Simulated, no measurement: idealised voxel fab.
process module | voxel local oxidation
cross-section cut | 205 nm wide | cells 5 nm
A cross-section is a grid of square cells, given in bands from the top down. A band is one or more rows of cells.
Each band's line starts with the height of the band's top and of its bottom, in nm. Then come its materials from left to right, each with its width in nm. One material with "throughout" fills the band from edge to edge. "air" is empty space.
Height 0 is the level under which the wafer as received is all one material. The lowest band goes on downwards, as in "0 down".
A width such as "30 to 40" changes by the same amount from each row of cells to the next, from the band's top row to its bottom row.
"no change" after a step means that no cell of the cross-section changed.
closed voids: empty space of 8 cells or more with no open way to the top, each as width x height at its distance from the left edge, in nm
after a step's settings: what the simulator itself notes on the step
overlay nm, on a step with a mask: how far to the right of its planned place the mask lay; to the left if negative
plan
1 op RECEIVE | material Si
2 op OXIDIZE | depth nm 5
3 op CONFORMAL_DEP | material SiN | thk nm 10
4 op MASKED_ETCH | tone cover | mask id ACTIVE | width nm 105 | etch materials SiN | depth nm 10 | overlay nm 0
5 op SELECTIVE_ETCH | etch materials SiO2 | depth nm 5
6 op OXIDIZE | depth nm 10
7 op STRIP | etch materials SiN
as received, after step 1
  0 down: Si throughout
  closed voids: none
first wafer at the end, as planned
  0 to -5: air 55 | SiO2 95 | air 55
  -5 to -15: SiO2 65 | Si 75 | SiO2 65
  -15 down: Si throughout
  closed voids: none
second wafer at the end: like start, like plan, one mistake
  0 to -5: air 55 | SiO2 95 | air 55
  -5 to -20: SiO2 70 | Si 65 | SiO2 70
  -20 down: Si throughout
  closed voids: none
what went wrong: step 6 ran as: op OXIDIZE | depth nm 15
at the end the second wafer has, in cells: 32 fewer of Si | 32 more of SiO2
